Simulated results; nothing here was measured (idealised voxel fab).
process module | voxel double patterning
cross-section cut | 300 nm wide | cells 5 nm
A cross-section is a grid of square cells, given in bands from the top down. A band is one or more rows of cells.
Each band's line starts with the height of the band's top and of its bottom, in nm. Then come its materials from left to right, each with its width in nm. One material with "throughout" fills the band from edge to edge. "air" is empty space.
Height 0 is the level under which the wafer as received is all one material. The lowest band goes on downwards, as in "0 down".
A width such as "30 to 40" changes by the same amount from each row of cells to the next, from the band's top row to its bottom row.
"no change" after a step means that no cell of the cross-section changed.
closed voids: empty space of 8 cells or more with no open way to the top, each as width x height at its distance from the left edge, in nm
after a step's settings: what the simulator itself notes on the step
overlay nm, on a step with a mask: how far to the right of its planned place the mask lay; to the left if negative
plan
1 op RECEIVE | material Si
2 op CONFORMAL_DEP | material SiN | thk nm 5
3 op DIRECTIONAL_DEP | material SiO2 | thk nm 20
4 op DIRECTIONAL_DEP | material SiCN | thk nm 10
5 op DIRECTIONAL_DEP | material aC | thk nm 10
6 op PATTERN | tone open | mask id FIRST | material resist | width nm 15 | pitch nm 50 | thk nm 25 | overlay nm 0
7 op DIRECTIONAL_ETCH | etch materials aC | depth nm 10
8 op STRIP | etch materials resist
9 op DIRECTIONAL_ETCH | etch materials SiCN | depth nm 10
10 op STRIP | etch materials aC
11 op DIRECTIONAL_DEP | material aC | thk nm 10
12 op PATTERN | tone open | mask id SECOND | material resist | width nm 15 | pitch nm 50 | thk nm 30 | overlay nm 0
13 op DIRECTIONAL_ETCH | etch materials aC | depth nm 10
14 op STRIP | etch materials resist
15 op DIRECTIONAL_ETCH | etch materials SiCN | depth nm 10
16 op STRIP | etch materials aC
17 op DIRECTIONAL_ETCH | etch materials SiO2 | depth nm 20
18 op STRIP | etch materials SiCN
first wafer, as planned
as received, after step 1
  0 down: Si throughout
  closed voids: none
after step 2
  5 to 0: SiN throughout
  below 0: unchanged
after step 3
  25 to 5: SiO2 throughout
  below 5: unchanged
after step 4
  35 to 25: SiCN throughout
  below 25: unchanged
after step 5
  45 to 35: aC throughout
  below 35: unchanged
after step 6
  70 to 45: resist 90 | air 15 | resist 35 | air 15 | resist 35 | air 15 | resist 95
  below 45: unchanged
after step 7
  60 to 45: resist 90 | air 15 | resist 35 | air 15 | resist 35 | air 15 | resist 95
  45 to 35: aC 90 | air 15 | aC 35 | air 15 | aC 35 | air 15 | aC 95
  below 35: unchanged
after step 8
  45 to 35: aC 90 | air 15 | aC 35 | air 15 | aC 35 | air 15 | aC 95
  below 35: unchanged
after step 9
  45 to 35: aC 90 | air 15 | aC 35 | air 15 | aC 35 | air 15 | aC 95
  35 to 25: SiCN 90 | air 15 | SiCN 35 | air 15 | SiCN 35 | air 15 | SiCN 95
  below 25: unchanged
after step 10
  35 to 25: SiCN 90 | air 15 | SiCN 35 | air 15 | SiCN 35 | air 15 | SiCN 95
  below 25: unchanged
after step 11
  45 to 35: aC 90 | air 15 | aC 35 | air 15 | aC 35 | air 15 | aC 95
  35 to 25: SiCN 90 | aC 15 | SiCN 35 | aC 15 | SiCN 35 | aC 15 | SiCN 95
  below 25: unchanged
after step 12
  75 to 45: resist 115 | air 15 | resist 35 | air 15 | resist 120
  45 to 35: aC 90 | resist 15 | aC 35 | resist 15 | aC 35 | resist 15 | aC 95
  below 35: unchanged
after step 13
  65 to 45: resist 115 | air 15 | resist 35 | air 15 | resist 120
  45 to 35: aC 90 | resist 15 | aC 10 | air 15 | aC 10 | resist 15 | aC 10 | air 15 | aC 10 | resist 15 | aC 95
  below 35: unchanged
after step 14
  45 to 35: aC 90 | air 15 | aC 10 | air 15 | aC 10 | air 15 | aC 10 | air 15 | aC 10 | air 15 | aC 95
  below 35: unchanged
after step 15
  45 to 35: aC 90 | air 15 | aC 10 | air 15 | aC 10 | air 15 | aC 10 | air 15 | aC 10 | air 15 | aC 95
  35 to 25: SiCN 90 | aC 15 | SiCN 10 | air 15 | SiCN 10 | aC 15 | SiCN 10 | air 15 | SiCN 10 | aC 15 | SiCN 95
  below 25: unchanged
after step 16
  35 to 25: SiCN 90 | air 15 | SiCN 10 | air 15 | SiCN 10 | air 15 | SiCN 10 | air 15 | SiCN 10 | air 15 | SiCN 95
  below 25: unchanged
after step 17
  35 to 25: SiCN 90 | air 15 | SiCN 10 | air 15 | SiCN 10 | air 15 | SiCN 10 | air 15 | SiCN 10 | air 15 | SiCN 95
  25 to 5: SiO2 90 | air 15 | SiO2 10 | air 15 | SiO2 10 | air 15 | SiO2 10 | air 15 | SiO2 10 | air 15 | SiO2 95
  below 5: unchanged
after step 18
  25 to 5: SiO2 90 | air 15 | SiO2 10 | air 15 | SiO2 10 | air 15 | SiO2 10 | air 15 | SiO2 10 | air 15 | SiO2 95
  below 5: unchanged
second wafer: like start, like plan, one mistake. Through step 13 it matches the first wafer
when step 14 should have ended
  65 to 45: resist 115 | air 15 | resist 35 | air 15 | resist 120
  45 to 35: aC 90 | resist 15 | aC 10 | air 15 | aC 10 | resist 15 | aC 10 | air 15 | aC 10 | resist 15 | aC 95
  35 to 25: SiCN 90 | aC 15 | air 35 | aC 15 | air 35 | aC 15 | SiCN 95
  below 25: unchanged
when step 15 should have ended: no change
when step 16 should have ended
  35 to 25: SiCN 90 | air 115 | SiCN 95
  below 25: unchanged
when step 17 should have ended
  35 to 25: SiCN 90 | air 115 | SiCN 95
  25 to 5: SiO2 90 | air 115 | SiO2 95
  below 5: unchanged
when step 18 should have ended
  25 to 5: SiO2 90 | air 115 | SiO2 95
  below 5: unchanged
what went wrong: step 14 ran as: op STRIP | etch materials SiCN
at the end the second wafer has, in cells: 32 fewer of SiO2
